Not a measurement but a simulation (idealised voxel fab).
The following process module bears the name voxel fin reveal.
It is cross-section cut that appears here, measuring 145 nm in width, its square cells being 5 nm in size.
Cross-sections here: square-cell grids, written as top-down lists of bands, a band being one or more rows of cells.
Within each band entry, the heights of the top and of the bottom of the band appear first, in that order and in nm; the materials of the band then follow from left to right, each with its corresponding width in nm. The designation "everywhere" on a single material indicates that it fills the band from edge to edge; the designation "empty" indicates empty space.
Ref level 0: as-received wafer is one material below here. Bottom band extends down with no lower bound ("z 0 and below").
Graded width ("30->40"): value in top row of band = first number; value in bottom row = second number; row-to-row change constant.
Step marked "stayed the same"? Then no cell in the cross-section changed in it.
Empty spaces counting at least 8 cells and having no open way to the top are listed in "Voids, fully enclosed". The notation width x height at distance is used for each, the distance being from the left edge and all three values in nm.
What comes after the settings on a step's line is commentary from the simulator itself on that step.
overlay nm: mask offset rightward from planned place, masked step; negative means leftward offset.

Here's what the planned process steps look like:
- 1: RECEIVE | material Si
- 2: CONFORMAL_DEP | material SiN | thk nm 10
- 3: PATTERN | tone cover | mask id FINS | material resist | width nm 15 | pitch nm 40 | thk nm 20 | overlay nm 0
- 4: DIRECTIONAL_ETCH | etch materials SiN | depth nm 10
- 5: DIRECTIONAL_ETCH | etch materials Si | depth nm 35
- 6: STRIP | etch materials resist
- 7: FILL_DEP | material SiO2 | thk nm 5
- 8: CMP | height nm 10
- 9: SELECTIVE_ETCH | etch materials SiO2 | depth nm 20
- 10: STRIP | etch materials SiN
- 11: CONFORMAL_DEP | material HfO2 | thk nm 5

Incoming wafer in cross-section (state: after step 1):
z 0 and below  Si everywhere
Voids, fully enclosed: none

Here's the wafer cut in cross-section after the module, started and planned just like above, except one thing was done wrong in the run:
z 5 to 0  30 of empty / 25 of HfO2 / 15 of empty / 25 of HfO2 / 50 of empty
z 0 to -5  30 of empty / 5 of HfO2 / 15 of Si / 5 of HfO2 / 15 of empty / 5 of HfO2 / 15 of Si / 5 of HfO2 / 50 of empty
z -5 to -10  35 of HfO2 / 15 of Si / 25 of HfO2 / 15 of Si / 55 of HfO2
z -10 to -35  35 of SiO2 / 15 of Si / 25 of SiO2 / 15 of Si / 55 of SiO2
z -35 and below  Si everywhere
Voids, fully enclosed: none
Error vs. plan: step 3 changed vs plan, executed as PATTERN | tone cover | mask id FINS | material resist | width nm 15 | pitch nm 40 | thk nm 20 | overlay nm -10
